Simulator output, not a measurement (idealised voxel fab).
Name of the process module below: voxel released beams
Displayed cross-section: cut, width of 250 nm, square cells sized 5 nm.
Bands, listed from the top down, are how a cross-section gets written in this document; the cross-section itself is a grid of square cells, and a band is one or more rows of them. A band entry consists of two parts. The first gives the height of the band's top and the height of its bottom, in nm. The rest lists the band's materials from left to right, each with its width in nm. A single material labelled with the word "all across" fills the band from edge to edge, and the word "empty" marks empty space. Zero point of the height axis is 0; under it, received wafer = one material. Lowest band: continues down indefinitely, "from 0 down". With a width like "30..40", each row of cells in the band differs from the next by the same amount, the top row carrying the first number and the bottom row the second. Where the words "everything unchanged" appear for a step, the cross-section shows no cell changed by that step; every cell remained as before. "Sealed-off cavities" contains a list of empty spaces, each no smaller than 8 cells and without an open way to the top, written in the form width x height at distance with the distance from the left edge and all three in nm. Past the settings on a step's line: simulator remark, on that step. "overlay nm" answers the question of how far to the right of plan the mask lay on a step that has a mask, and when it is negative the answer is to the left. Pairs, read this way: before one process step on the one hand, after it on the other, the after cross-section ending at the lowest band that changed; the step between, settings included, beneath. Same starting wafer throughout, but possibly different runs of this module, so no pair continues from the pair above unless its entry headed "Pre-step view" says so.

**Pre-step view**
  from 0 down | Si all across
  Sealed-off cavities: none

**Cross-Section Thereafter**
  from 10 to 0 | Al2O3 all across
  Unchanged below 0.
  Sealed-off cavities: none
It is this step that lies between the two cross-sections above: CONFORMAL_DEP [material Al2O3] [thk nm 10]

Pre-step view: per the after cross-section of the pair just above.

**Cross-Section Thereafter**
  from 30 to 10 | SiO2 all across
  Unchanged below 10.
  Sealed-off cavities: none
It is this step that lies between the two cross-sections above: DIRECTIONAL_DEP [material SiO2] [thk nm 20]

Pre-step view: per the after cross-section of the pair just above.

**Cross-Section Thereafter**
  from 45 to 30 | aC all across
  Unchanged below 30.
  Sealed-off cavities: none
It is this step that lies between the two cross-sections above: DIRECTIONAL_DEP [material aC] [thk nm 15]

Pre-step view: per the after cross-section of the pair just above.

**Cross-Section Thereafter**
  from 80 to 45 | resist=80  empty=30  resist=140
  Unchanged below 45.
  Sealed-off cavities: none
It is this step that lies between the two cross-sections above: PATTERN [tone open] [mask id ANCHOR] [material resist] [width nm 30] [thk nm 35] [overlay nm 0]

Pre-step view: per the after cross-section of the pair just above.

**Cross-Section Thereafter**
  from 65 to 45 | resist=80  empty=30  resist=140
  from 45 to 30 | aC=80  empty=30  aC=140
  Unchanged below 30.
  Sealed-off cavities: none
It is this step that lies between the two cross-sections above: DIRECTIONAL_ETCH [etch materials aC] [depth nm 15]

Pre-step view: per the after cross-section of the pair just above.

**Cross-Section Thereafter**
  from 45 to 30 | aC=80  empty=30  aC=140
  Unchanged below 30.
  Sealed-off cavities: none
It is this step that lies between the two cross-sections above: STRIP [etch materials resist]

Pre-step view: per the after cross-section of the pair just above.

**Cross-Section Thereafter**
  from 45 to 30 | aC=80  empty=30  aC=140
  from 30 to 10 | SiO2=80  empty=30  SiO2=140
  Unchanged below 10.
  Sealed-off cavities: none
It is this step that lies between the two cross-sections above: DIRECTIONAL_ETCH [etch materials SiO2] [depth nm 20]

Pre-step view: per the after cross-section of the pair just above.

**Cross-Section Thereafter**
  from 30 to 10 | SiO2=80  empty=30  SiO2=140
  Unchanged below 10.
  Sealed-off cavities: none
It is this step that lies between the two cross-sections above: STRIP [etch materials aC]

Pre-step view: per the after cross-section of the pair just above.

**Cross-Section Thereafter**
  from 40 to 30 | W=90  empty=10  W=150
  from 30 to 20 | SiO2=80  W=10  empty=10  W=10  SiO2=140
  from 20 to 10 | SiO2=80  W=30  SiO2=140
  Unchanged below 10.
  Sealed-off cavities: none
It is this step that lies between the two cross-sections above: CONFORMAL_DEP [material W] [thk nm 10]

Pre-step view: per the after cross-section of the pair just above.

**Cross-Section Thereafter**
  from 50 to 40 | aC=90  empty=10  aC=150
  from 40 to 30 | W=90  empty=10  W=150
  from 30 to 20 | SiO2=80  W=10  aC=10  W=10  SiO2=140
  Unchanged below 20.
  Sealed-off cavities: none
It is this step that lies between the two cross-sections above: DIRECTIONAL_DEP [material aC] [thk nm 10]

Pre-step view: per the after cross-section of the pair just above.

**Cross-Section Thereafter**
  from 75 to 50 | empty=75  resist=90  empty=85
  from 50 to 40 | aC=90  resist=10  aC=150
  from 40 to 30 | W=90  resist=10  W=150
  Unchanged below 30.
  Sealed-off cavities: none
It is this step that lies between the two cross-sections above: PATTERN [tone cover] [mask id BEAM] [material resist] [width nm 90] [thk nm 25] [overlay nm 0]

Pre-step view: per the after cross-section of the pair just above.

**Cross-Section Thereafter**
  from 65 to 50 | empty=75  resist=90  empty=85
  from 50 to 40 | empty=75  aC=15  resist=10  aC=65  empty=85
  Unchanged below 40.
  Sealed-off cavities: none
It is this step that lies between the two cross-sections above: DIRECTIONAL_ETCH [etch materials aC] [depth nm 10]

Pre-step view: per the after cross-section of the pair just above.

**Cross-Section Thereafter**
  from 50 to 40 | empty=75  aC=15  empty=10  aC=65  empty=85
  from 40 to 30 | W=90  empty=10  W=150
  Unchanged below 30.
  Sealed-off cavities: none
It is this step that lies between the two cross-sections above: STRIP [etch materials resist]

Pre-step view: per the after cross-section of the pair just above.

**Cross-Section Thereafter**
  from 50 to 40 | empty=75  aC=15  empty=10  aC=65  empty=85
  from 40 to 30 | empty=75  W=15  empty=10  W=65  empty=85
  Unchanged below 30.
  Sealed-off cavities: none
It is this step that lies between the two cross-sections above: DIRECTIONAL_ETCH [etch materials W] [depth nm 10]

Pre-step view: per the after cross-section of the pair just above.

**Cross-Section Thereafter**
  from 40 to 30 | empty=75  W=15  empty=10  W=65  empty=85
  from 30 to 20 | SiO2=80  W=10  empty=10  W=10  SiO2=140
  Unchanged below 20.
  Sealed-off cavities: none
It is this step that lies between the two cross-sections above: STRIP [etch materials aC]

Pre-step view: per the after cross-section of the pair just above.

**Cross-Section Thereafter**
  from 40 to 30 | empty=75  W=15  empty=10  W=65  empty=85
  from 30 to 20 | empty=80  W=10  empty=10  W=10  empty=140
  from 20 to 10 | empty=80  W=30  empty=140
  Unchanged below 10.
  Sealed-off cavities: none
It is this step that lies between the two cross-sections above: STRIP [etch materials SiO2]

**Pre-step view**
  from 0 down | Si all across
  Sealed-off cavities: none

**Cross-Section Thereafter**
  from 20 to 0 | SiO2 all across
  Unchanged below 0.
  Sealed-off cavities: none
It is this step that lies between the two cross-sections above: DIRECTIONAL_DEP [material SiO2] [thk nm 20]

Pre-step view: per the after cross-section of the pair just above.

**Cross-Section Thereafter**
  from 35 to 20 | aC all across
  Unchanged below 20.
  Sealed-off cavities: none
It is this step that lies between the two cross-sections above: DIRECTIONAL_DEP [material aC] [thk nm 15]

Pre-step view: per the after cross-section of the pair just above.

**Cross-Section Thereafter**
  from 70 to 35 | resist=80  empty=30  resist=140
  Unchanged below 35.
  Sealed-off cavities: none
It is this step that lies between the two cross-sections above: PATTERN [tone open] [mask id ANCHOR] [material resist] [width nm 30] [thk nm 35] [overlay nm 0]

Pre-step view: per the after cross-section of the pair just above.

**Cross-Section Thereafter**
  from 55 to 35 | resist=80  empty=30  resist=140
  from 35 to 20 | aC=80  empty=30  aC=140
  Unchanged below 20.
  Sealed-off cavities: none
It is this step that lies between the two cross-sections above: DIRECTIONAL_ETCH [etch materials aC] [depth nm 15]

Pre-step view: per the after cross-section of the pair just above.

**Cross-Section Thereafter**
  from 35 to 20 | aC=80  empty=30  aC=140
  Unchanged below 20.
  Sealed-off cavities: none
It is this step that lies between the two cross-sections above: STRIP [etch materials resist]

Pre-step view: per the after cross-section of the pair just above.

**Cross-Section Thereafter**
  from 35 to 20 | aC=80  empty=30  aC=140
  from 20 to 0 | SiO2=80  empty=30  SiO2=140
  Unchanged below 0.
  Sealed-off cavities: none
It is this step that lies between the two cross-sections above: DIRECTIONAL_ETCH [etch materials SiO2] [depth nm 20]

Pre-step view: per the after cross-section of the pair just above.

**Cross-Section Thereafter**
  from 20 to 0 | SiO2=80  empty=30  SiO2=140
  Unchanged below 0.
  Sealed-off cavities: none
It is this step that lies between the two cross-sections above: STRIP [etch materials aC]

Pre-step view: per the after cross-section of the pair just above.

**Cross-Section Thereafter**
  from 30 to 20 | W=90  empty=10  W=150
  from 20 to 10 | SiO2=80  W=10  empty=10  W=10  SiO2=140
  from 10 to 0 | SiO2=80  W=30  SiO2=140
  Unchanged below 0.
  Sealed-off cavities: none
It is this step that lies between the two cross-sections above: CONFORMAL_DEP [material W] [thk nm 10]

Pre-step view: per the after cross-section of the pair just above.

**Cross-Section Thereafter**
  from 40 to 30 | aC=90  empty=10  aC=150
  from 30 to 20 | W=90  empty=10  W=150
  from 20 to 10 | SiO2=80  W=10  aC=10  W=10  SiO2=140
  Unchanged below 10.
  Sealed-off cavities: none
It is this step that lies between the two cross-sections above: DIRECTIONAL_DEP [material aC] [thk nm 10]

Pre-step view: per the after cross-section of the pair just above.

**Cross-Section Thereafter**
  from 65 to 40 | empty=75  resist=90  empty=85
  from 40 to 30 | aC=90  resist=10  aC=150
  from 30 to 20 | W=90  resist=10  W=150
  Unchanged below 20.
  Sealed-off cavities: none
It is this step that lies between the two cross-sections above: PATTERN [tone cover] [mask id BEAM] [material resist] [width nm 90] [thk nm 25] [overlay nm 0]

Pre-step view: per the after cross-section of the pair just above.

**Cross-Section Thereafter**
  from 55 to 40 | empty=75  resist=90  empty=85
  from 40 to 30 | empty=75  aC=15  resist=10  aC=65  empty=85
  Unchanged below 30.
  Sealed-off cavities: none
It is this step that lies between the two cross-sections above: DIRECTIONAL_ETCH [etch materials aC] [depth nm 10]

Pre-step view: per the after cross-section of the pair just above.

**Cross-Section Thereafter**
  from 40 to 30 | empty=75  aC=15  empty=10  aC=65  empty=85
  from 30 to 20 | W=90  empty=10  W=150
  Unchanged below 20.
  Sealed-off cavities: none
It is this step that lies between the two cross-sections above: STRIP [etch materials resist]

Pre-step view: per the after cross-section of the pair just above.

**Cross-Section Thereafter**
  from 40 to 30 | empty=75  aC=15  empty=10  aC=65  empty=85
  from 30 to 20 | empty=75  W=15  empty=10  W=65  empty=85
  Unchanged below 20.
  Sealed-off cavities: none
It is this step that lies between the two cross-sections above: DIRECTIONAL_ETCH [etch materials W] [depth nm 10]

Pre-step view: per the after cross-section of the pair just above.

**Cross-Section Thereafter**
  from 30 to 20 | empty=75  W=15  empty=10  W=65  empty=85
  from 20 to 10 | SiO2=80  W=10  empty=10  W=10  SiO2=140
  Unchanged below 10.
  Sealed-off cavities: none
It is this step that lies between the two cross-sections above: STRIP [etch materials aC]

Pre-step view: per the after cross-section of the pair just above.

**Cross-Section Thereafter**
  from 30 to 20 | empty=75  W=15  empty=10  W=65  empty=85
  from 20 to 10 | empty=80  W=10  empty=10  W=10  empty=140
  from 10 to 0 | empty=80  W=30  empty=140
  Unchanged below 0.
  Sealed-off cavities: none
It is this step that lies between the two cross-sections above: STRIP [etch materials SiO2]

**Pre-step view**
  from 20 to 0 | SiO2 all across
  from 0 down | Si all across
  Sealed-off cavities: none

**Cross-Section Thereafter**
  from 30 to 20 | Al2O3 all across
  Unchanged below 20.
  Sealed-off cavities: none
It is this step that lies between the two cross-sections above: CONFORMAL_DEP [material Al2O3] [thk nm 10]

Pre-step view: per the after cross-section of the pair just above.

**Cross-Section Thereafter**
  from 45 to 30 | aC all across
  Unchanged below 30.
  Sealed-off cavities: none
It is this step that lies between the two cross-sections above: DIRECTIONAL_DEP [material aC] [thk nm 15]

Pre-step view: per the after cross-section of the pair just above.

**Cross-Section Thereafter**
  from 80 to 45 | resist=80  empty=30  resist=140
  Unchanged below 45.
  Sealed-off cavities: none
It is this step that lies between the two cross-sections above: PATTERN [tone open] [mask id ANCHOR] [material resist] [width nm 30] [thk nm 35] [overlay nm 0]

Pre-step view: per the after cross-section of the pair just above.

**Cross-Section Thereafter**
  from 65 to 45 | resist=80  empty=30  resist=140
  from 45 to 30 | aC=80  empty=30  aC=140
  Unchanged below 30.
  Sealed-off cavities: none
It is this step that lies between the two cross-sections above: DIRECTIONAL_ETCH [etch materials aC] [depth nm 15]

Pre-step view: per the after cross-section of the pair just above.

**Cross-Section Thereafter**
  from 45 to 30 | aC=80  empty=30  aC=140
  Unchanged below 30.
  Sealed-off cavities: none
It is this step that lies between the two cross-sections above: STRIP [etch materials resist]

Pre-step view: per the after cross-section of the pair just above.

**Cross-Section Thereafter**
  from 30 to 20 | Al2O3 all across
  Unchanged below 20.
  Sealed-off cavities: none
It is this step that lies between the two cross-sections above: STRIP [etch materials aC]

Pre-step view: per the after cross-section of the pair just above.

**Cross-Section Thereafter**
  from 40 to 30 | W all across
  Unchanged below 30.
  Sealed-off cavities: none
It is this step that lies between the two cross-sections above: CONFORMAL_DEP [material W] [thk nm 10]

Pre-step view: per the after cross-section of the pair just above.

**Cross-Section Thereafter**
  from 50 to 40 | aC all across
  Unchanged below 40.
  Sealed-off cavities: none
It is this step that lies between the two cross-sections above: DIRECTIONAL_DEP [material aC] [thk nm 10]

Pre-step view: per the after cross-section of the pair just above.

**Cross-Section Thereafter**
  from 75 to 50 | empty=75  resist=90  empty=85
  Unchanged below 50.
  Sealed-off cavities: none
It is this step that lies between the two cross-sections above: PATTERN [tone cover] [mask id BEAM] [material resist] [width nm 90] [thk nm 25] [overlay nm 0]

Pre-step view: per the after cross-section of the pair just above.

**Cross-Section Thereafter**
  from 65 to 50 | empty=75  resist=90  empty=85
  from 50 to 40 | empty=75  aC=90  empty=85
  Unchanged below 40.
  Sealed-off cavities: none
It is this step that lies between the two cross-sections above: DIRECTIONAL_ETCH [etch materials aC] [depth nm 10]

Pre-step view: per the after cross-section of the pair just above.

**Cross-Section Thereafter**
  from 50 to 40 | empty=75  aC=90  empty=85
  Unchanged below 40.
  Sealed-off cavities: none
It is this step that lies between the two cross-sections above: STRIP [etch materials resist]

Pre-step view: per the after cross-section of the pair just above.

**Cross-Section Thereafter**
  from 50 to 40 | empty=75  aC=90  empty=85
  from 40 to 30 | empty=75  W=90  empty=85
  Unchanged below 30.
  Sealed-off cavities: none
It is this step that lies between the two cross-sections above: DIRECTIONAL_ETCH [etch materials W] [depth nm 10]

Pre-step view: per the after cross-section of the pair just above.

**Cross-Section Thereafter**
  from 40 to 30 | empty=75  W=90  empty=85
  Unchanged below 30.
  Sealed-off cavities: none
It is this step that lies between the two cross-sections above: STRIP [etch materials aC]

**Pre-step view**
  from 10 to 0 | Al2O3 all across
  from 0 down | Si all across
  Sealed-off cavities: none

**Cross-Section Thereafter**
  from 20 to 10 | SiO2 all across
  Unchanged below 10.
  Sealed-off cavities: none
It is this step that lies between the two cross-sections above: DIRECTIONAL_DEP [material SiO2] [thk nm 10]

Pre-step view: per the after cross-section of the pair just above.

**Cross-Section Thereafter**
  from 35 to 20 | aC all across
  Unchanged below 20.
  Sealed-off cavities: none
It is this step that lies between the two cross-sections above: DIRECTIONAL_DEP [material aC] [thk nm 15]

Pre-step view: per the after cross-section of the pair just above.

**Cross-Section Thereafter**
  from 70 to 35 | resist=80  empty=30  resist=140
  Unchanged below 35.
  Sealed-off cavities: none
It is this step that lies between the two cross-sections above: PATTERN [tone open] [mask id ANCHOR] [material resist] [width nm 30] [thk nm 35] [overlay nm 0]

Pre-step view: per the after cross-section of the pair just above.

**Cross-Section Thereafter**
  from 55 to 35 | resist=80  empty=30  resist=140
  from 35 to 20 | aC=80  empty=30  aC=140
  Unchanged below 20.
  Sealed-off cavities: none
It is this step that lies between the two cross-sections above: DIRECTIONAL_ETCH [etch materials aC] [depth nm 15]

Pre-step view: per the after cross-section of the pair just above.

**Cross-Section Thereafter**
  from 35 to 20 | aC=80  empty=30  aC=140
  Unchanged below 20.
  Sealed-off cavities: none
It is this step that lies between the two cross-sections above: STRIP [etch materials resist]

Pre-step view: per the after cross-section of the pair just above.

**Cross-Section Thereafter**
  from 35 to 20 | aC=80  empty=30  aC=140
  from 20 to 10 | SiO2=80  empty=30  SiO2=140
  Unchanged below 10.
  Sealed-off cavities: none
It is this step that lies between the two cross-sections above: DIRECTIONAL_ETCH [etch materials SiO2] [depth nm 20]

Pre-step view: per the after cross-section of the pair just above.

**Cross-Section Thereafter**
  from 20 to 10 | SiO2=80  empty=30  SiO2=140
  Unchanged below 10.
  Sealed-off cavities: none
It is this step that lies between the two cross-sections above: STRIP [etch materials aC]

Pre-step view: per the after cross-section of the pair just above.

**Cross-Section Thereafter**
  from 30 to 20 | W=90  empty=10  W=150
  from 20 to 10 | SiO2=80  W=30  SiO2=140
  Unchanged below 10.
  Sealed-off cavities: none
It is this step that lies between the two cross-sections above: CONFORMAL_DEP [material W] [thk nm 10]

Pre-step view: per the after cross-section of the pair just above.

**Cross-Section Thereafter**
  from 40 to 30 | aC=90  empty=10  aC=150
  from 30 to 20 | W=90  aC=10  W=150
  Unchanged below 20.
  Sealed-off cavities: none
It is this step that lies between the two cross-sections above: DIRECTIONAL_DEP [material aC] [thk nm 10]

Pre-step view: per the after cross-section of the pair just above.

**Cross-Section Thereafter**
  from 65 to 40 | empty=75  resist=90  empty=85
  from 40 to 30 | aC=90  resist=10  aC=150
  Unchanged below 30.
  Sealed-off cavities: none
It is this step that lies between the two cross-sections above: PATTERN [tone cover] [mask id BEAM] [material resist] [width nm 90] [thk nm 25] [overlay nm 0]

Pre-step view: per the after cross-section of the pair just above.

**Cross-Section Thereafter**
  from 55 to 40 | empty=75  resist=90  empty=85
  from 40 to 30 | empty=75  aC=15  resist=10  aC=65  empty=85
  Unchanged below 30.
  Sealed-off cavities: none
It is this step that lies between the two cross-sections above: DIRECTIONAL_ETCH [etch materials aC] [depth nm 10]

Pre-step view: per the after cross-section of the pair just above.

**Cross-Section Thereafter**
  from 40 to 30 | empty=75  aC=15  empty=10  aC=65  empty=85
  Unchanged below 30.
  Sealed-off cavities: none
It is this step that lies between the two cross-sections above: STRIP [etch materials resist]

Pre-step view: per the after cross-section of the pair just above.

**Cross-Section Thereafter**
  from 40 to 30 | empty=75  aC=15  empty=10  aC=65  empty=85
  from 30 to 20 | empty=75  W=15  aC=10  W=65  empty=85
  Unchanged below 20.
  Sealed-off cavities: none
It is this step that lies between the two cross-sections above: DIRECTIONAL_ETCH [etch materials W] [depth nm 10]

Pre-step view: per the after cross-section of the pair just above.

**Cross-Section Thereafter**
  from 30 to 20 | empty=75  W=15  empty=10  W=65  empty=85
  Unchanged below 20.
  Sealed-off cavities: none
It is this step that lies between the two cross-sections above: STRIP [etch materials aC]

Pre-step view: per the after cross-section of the pair just above.

**Cross-Section Thereafter**
  from 30 to 20 | empty=75  W=15  empty=10  W=65  empty=85
  from 20 to 10 | empty=80  W=30  empty=140
  Unchanged below 10.
  Sealed-off cavities: none
It is this step that lies between the two cross-sections above: STRIP [etch materials SiO2]

**Pre-step view**
  from 50 to 40 | aC=90  empty=10  aC=150
  from 40 to 30 | W=90  empty=10  W=150
  from 30 to 20 | SiO2=80  W=10  aC=10  W=10  SiO2=140
  from 20 to 10 | SiO2=80  W=30  SiO2=140
  from 10 to 0 | Al2O3 all across
  from 0 down | Si all across
  Sealed-off cavities: none

**Cross-Section Thereafter**
  from 75 to 50 | empty=80  resist=85  empty=85
  from 50 to 40 | aC=90  resist=10  aC=150
  from 40 to 30 | W=90  resist=10  W=150
  Unchanged below 30.
  Sealed-off cavities: none
It is this step that lies between the two cross-sections above: PATTERN [tone cover] [mask id BEAM] [material resist] [width nm 85] [thk nm 25] [overlay nm 0]

Pre-step view: per the after cross-section of the pair just above.

**Cross-Section Thereafter**
  from 65 to 50 | empty=80  resist=85  empty=85
  from 50 to 40 | empty=80  aC=10  resist=10  aC=65  empty=85
  Unchanged below 40.
  Sealed-off cavities: none
It is this step that lies between the two cross-sections above: DIRECTIONAL_ETCH [etch materials aC] [depth nm 10]

Pre-step view: per the after cross-section of the pair just above.

**Cross-Section Thereafter**
  from 50 to 40 | empty=80  aC=10  empty=10  aC=65  empty=85
  from 40 to 30 | W=90  empty=10  W=150
  Unchanged below 30.
  Sealed-off cavities: none
It is this step that lies between the two cross-sections above: STRIP [etch materials resist]

Pre-step view: per the after cross-section of the pair just above.

**Cross-Section Thereafter**
  from 50 to 40 | empty=80  aC=10  empty=10  aC=65  empty=85
  from 40 to 30 | empty=80  W=10  empty=10  W=65  empty=85
  Unchanged below 30.
  Sealed-off cavities: none
It is this step that lies between the two cross-sections above: DIRECTIONAL_ETCH [etch materials W] [depth nm 10]

Pre-step view: per the after cross-section of the pair just above.

**Cross-Section Thereafter**
  from 40 to 30 | empty=80  W=10  empty=10  W=65  empty=85
  from 30 to 20 | SiO2=80  W=10  empty=10  W=10  SiO2=140
  Unchanged below 20.
  Sealed-off cavities: none
It is this step that lies between the two cross-sections above: STRIP [etch materials aC]

Pre-step view: per the after cross-section of the pair just above.

**Cross-Section Thereafter**
  from 40 to 30 | empty=80  W=10  empty=10  W=65  empty=85
  from 30 to 20 | empty=80  W=10  empty=10  W=10  empty=140
  from 20 to 10 | empty=80  W=30  empty=140
  Unchanged below 10.
  Sealed-off cavities: none
It is this step that lies between the two cross-sections above: STRIP [etch materials SiO2]

**Pre-step view**
  from 50 to 40 | aC=90  empty=10  aC=150
  from 40 to 30 | W=90  empty=10  W=150
  from 30 to 20 | SiO2=80  W=10  aC=10  W=10  SiO2=140
  from 20 to 10 | SiO2=80  W=30  SiO2=140
  from 10 to 0 | Al2O3 all across
  from 0 down | Si all across
  Sealed-off cavities: none

**Cross-Section Thereafter**
  from 75 to 50 | empty=70  resist=90  empty=90
  from 50 to 40 | aC=90  resist=10  aC=150
  from 40 to 30 | W=90  resist=10  W=150
  Unchanged below 30.
  Sealed-off cavities: none
It is this step that lies between the two cross-sections above: PATTERN [tone cover] [mask id BEAM] [material resist] [width nm 90] [thk nm 25] [overlay nm -5]

Pre-step view: per the after cross-section of the pair just above.

**Cross-Section Thereafter**
  from 65 to 50 | empty=70  resist=90  empty=90
  from 50 to 40 | empty=70  aC=20  resist=10  aC=60  empty=90
  Unchanged below 40.
  Sealed-off cavities: none
It is this step that lies between the two cross-sections above: DIRECTIONAL_ETCH [etch materials aC] [depth nm 10]

Pre-step view: per the after cross-section of the pair just above.

**Cross-Section Thereafter**
  from 50 to 40 | empty=70  aC=20  empty=10  aC=60  empty=90
  from 40 to 30 | W=90  empty=10  W=150
  Unchanged below 30.
  Sealed-off cavities: none
It is this step that lies between the two cross-sections above: STRIP [etch materials resist]

Pre-step view: per the after cross-section of the pair just above.

**Cross-Section Thereafter**
  from 50 to 40 | empty=70  aC=20  empty=10  aC=60  empty=90
  from 40 to 30 | empty=70  W=20  empty=10  W=60  empty=90
  Unchanged below 30.
  Sealed-off cavities: none
It is this step that lies between the two cross-sections above: DIRECTIONAL_ETCH [etch materials W] [depth nm 10]

Pre-step view: per the after cross-section of the pair just above.

**Cross-Section Thereafter**
  from 40 to 30 | empty=70  W=20  empty=10  W=60  empty=90
  from 30 to 20 | SiO2=80  W=10  empty=10  W=10  SiO2=140
  Unchanged below 20.
  Sealed-off cavities: none
It is this step that lies between the two cross-sections above: STRIP [etch materials aC]

Pre-step view: per the after cross-section of the pair just above.

**Cross-Section Thereafter**
  from 40 to 30 | empty=70  W=20  empty=10  W=60  empty=90
  from 30 to 20 | empty=80  W=10  empty=10  W=10  empty=140
  from 20 to 10 | empty=80  W=30  empty=140
  Unchanged below 10.
  Sealed-off cavities: none
It is this step that lies between the two cross-sections above: STRIP [etch materials SiO2]

**Pre-step view**
  from 10 to 0 | Al2O3 all across
  from 0 down | Si all across
  Sealed-off cavities: none

**Cross-Section Thereafter**
  from 30 to 0 | Al2O3 all across
  Unchanged below 0.
  Sealed-off cavities: none
It is this step that lies between the two cross-sections above: DIRECTIONAL_DEP [material Al2O3] [thk nm 20]

Pre-step view: per the after cross-section of the pair just above.

**Cross-Section Thereafter**
  from 45 to 30 | aC all across
  Unchanged below 30.
  Sealed-off cavities: none
It is this step that lies between the two cross-sections above: DIRECTIONAL_DEP [material aC] [thk nm 15]

Pre-step view: per the after cross-section of the pair just above.

**Cross-Section Thereafter**
  from 80 to 45 | resist=80  empty=30  resist=140
  Unchanged below 45.
  Sealed-off cavities: none
It is this step that lies between the two cross-sections above: PATTERN [tone open] [mask id ANCHOR] [material resist] [width nm 30] [thk nm 35] [overlay nm 0]

Pre-step view: per the after cross-section of the pair just above.

**Cross-Section Thereafter**
  from 65 to 45 | resist=80  empty=30  resist=140
  from 45 to 30 | aC=80  empty=30  aC=140
  Unchanged below 30.
  Sealed-off cavities: none
It is this step that lies between the two cross-sections above: DIRECTIONAL_ETCH [etch materials aC] [depth nm 15]

Pre-step view: per the after cross-section of the pair just above.

**Cross-Section Thereafter**
  from 45 to 30 | aC=80  empty=30  aC=140
  Unchanged below 30.
  Sealed-off cavities: none
It is this step that lies between the two cross-sections above: STRIP [etch materials resist]

Pre-step view: per the after cross-section of the pair just above.

**Cross-Section Thereafter**
  from 30 to 0 | Al2O3 all across
  Unchanged below 0.
  Sealed-off cavities: none
It is this step that lies between the two cross-sections above: STRIP [etch materials aC]

Pre-step view: per the after cross-section of the pair just above.

**Cross-Section Thereafter**
  from 40 to 30 | W all across
  Unchanged below 30.
  Sealed-off cavities: none
It is this step that lies between the two cross-sections above: CONFORMAL_DEP [material W] [thk nm 10]

Pre-step view: per the after cross-section of the pair just above.

**Cross-Section Thereafter**
  from 50 to 40 | aC all across
  Unchanged below 40.
  Sealed-off cavities: none
It is this step that lies between the two cross-sections above: DIRECTIONAL_DEP [material aC] [thk nm 10]

Pre-step view: per the after cross-section of the pair just above.

**Cross-Section Thereafter**
  from 75 to 50 | empty=75  resist=90  empty=85
  Unchanged below 50.
  Sealed-off cavities: none
It is this step that lies between the two cross-sections above: PATTERN [tone cover] [mask id BEAM] [material resist] [width nm 90] [thk nm 25] [overlay nm 0]

Pre-step view: per the after cross-section of the pair just above.

**Cross-Section Thereafter**
  from 65 to 50 | empty=75  resist=90  empty=85
  from 50 to 40 | empty=75  aC=90  empty=85
  Unchanged below 40.
  Sealed-off cavities: none
It is this step that lies between the two cross-sections above: DIRECTIONAL_ETCH [etch materials aC] [depth nm 10]

Pre-step view: per the after cross-section of the pair just above.

**Cross-Section Thereafter**
  from 50 to 40 | empty=75  aC=90  empty=85
  Unchanged below 40.
  Sealed-off cavities: none
It is this step that lies between the two cross-sections above: STRIP [etch materials resist]

Pre-step view: per the after cross-section of the pair just above.

**Cross-Section Thereafter**
  from 50 to 40 | empty=75  aC=90  empty=85
  from 40 to 30 | empty=75  W=90  empty=85
  Unchanged below 30.
  Sealed-off cavities: none
It is this step that lies between the two cross-sections above: DIRECTIONAL_ETCH [etch materials W] [depth nm 10]

Pre-step view: per the after cross-section of the pair just above.

**Cross-Section Thereafter**
  from 40 to 30 | empty=75  W=90  empty=85
  Unchanged below 30.
  Sealed-off cavities: none
It is this step that lies between the two cross-sections above: STRIP [etch materials aC]

**Pre-step view**
  from 45 to 30 | aC all across
  from 30 to 10 | SiO2 all across
  from 10 to 0 | Al2O3 all across
  from 0 down | Si all across
  Sealed-off cavities: none

**Cross-Section Thereafter**
  from 80 to 45 | empty=80  resist=30  empty=140
  Unchanged below 45.
  Sealed-off cavities: none
It is this step that lies between the two cross-sections above: PATTERN [tone cover] [mask id ANCHOR] [material resist] [width nm 30] [thk nm 35] [overlay nm 0]

Pre-step view: per the after cross-section of the pair just above.

**Cross-Section Thereafter**
  from 65 to 45 | empty=80  resist=30  empty=140
  from 45 to 30 | empty=80  aC=30  empty=140
  Unchanged below 30.
  Sealed-off cavities: none
It is this step that lies between the two cross-sections above: DIRECTIONAL_ETCH [etch materials aC] [depth nm 15]

Pre-step view: per the after cross-section of the pair just above.

**Cross-Section Thereafter**
  from 45 to 30 | empty=80  aC=30  empty=140
  Unchanged below 30.
  Sealed-off cavities: none
It is this step that lies between the two cross-sections above: STRIP [etch materials resist]

Pre-step view: per the after cross-section of the pair just above.

**Cross-Section Thereafter**
  from 45 to 30 | empty=80  aC=30  empty=140
  from 30 to 10 | empty=80  SiO2=30  empty=140
  Unchanged below 10.
  Sealed-off cavities: none
It is this step that lies between the two cross-sections above: DIRECTIONAL_ETCH [etch materials SiO2] [depth nm 20]

Pre-step view: per the after cross-section of the pair just above.

**Cross-Section Thereafter**
  from 30 to 10 | empty=80  SiO2=30  empty=140
  Unchanged below 10.
  Sealed-off cavities: none
It is this step that lies between the two cross-sections above: STRIP [etch materials aC]

Pre-step view: per the after cross-section of the pair just above.

**Cross-Section Thereafter**
  from 40 to 30 | empty=70  W=50  empty=130
  from 30 to 20 | empty=70  W=10  SiO2=30  W=10  empty=130
  from 20 to 10 | W=80  SiO2=30  W=140
  Unchanged below 10.
  Sealed-off cavities: none
It is this step that lies between the two cross-sections above: CONFORMAL_DEP [material W] [thk nm 10]

Pre-step view: per the after cross-section of the pair just above.

**Cross-Section Thereafter**
  from 50 to 40 | empty=70  aC=50  empty=130
  from 40 to 30 | empty=70  W=50  empty=130
  from 30 to 20 | aC=70  W=10  SiO2=30  W=10  aC=130
  Unchanged below 20.
  Sealed-off cavities: none
It is this step that lies between the two cross-sections above: DIRECTIONAL_DEP [material aC] [thk nm 10]

Pre-step view: per the after cross-section of the pair just above.

**Cross-Section Thereafter**
  from 75 to 50 | empty=75  resist=90  empty=85
  from 50 to 40 | empty=70  aC=50  resist=45  empty=85
  from 40 to 30 | empty=70  W=50  resist=45  empty=85
  Unchanged below 30.
  Sealed-off cavities: none
It is this step that lies between the two cross-sections above: PATTERN [tone cover] [mask id BEAM] [material resist] [width nm 90] [thk nm 25] [overlay nm 0]

Pre-step view: per the after cross-section of the pair just above.

**Cross-Section Thereafter**
  from 65 to 50 | empty=75  resist=90  empty=85
  from 50 to 40 | empty=75  aC=45  resist=45  empty=85
  from 40 to 30 | empty=70  W=50  resist=45  empty=85
  from 30 to 20 | empty=70  W=10  SiO2=30  W=10  aC=45  empty=85
  Unchanged below 20.
  Sealed-off cavities: none
It is this step that lies between the two cross-sections above: DIRECTIONAL_ETCH [etch materials aC] [depth nm 10]
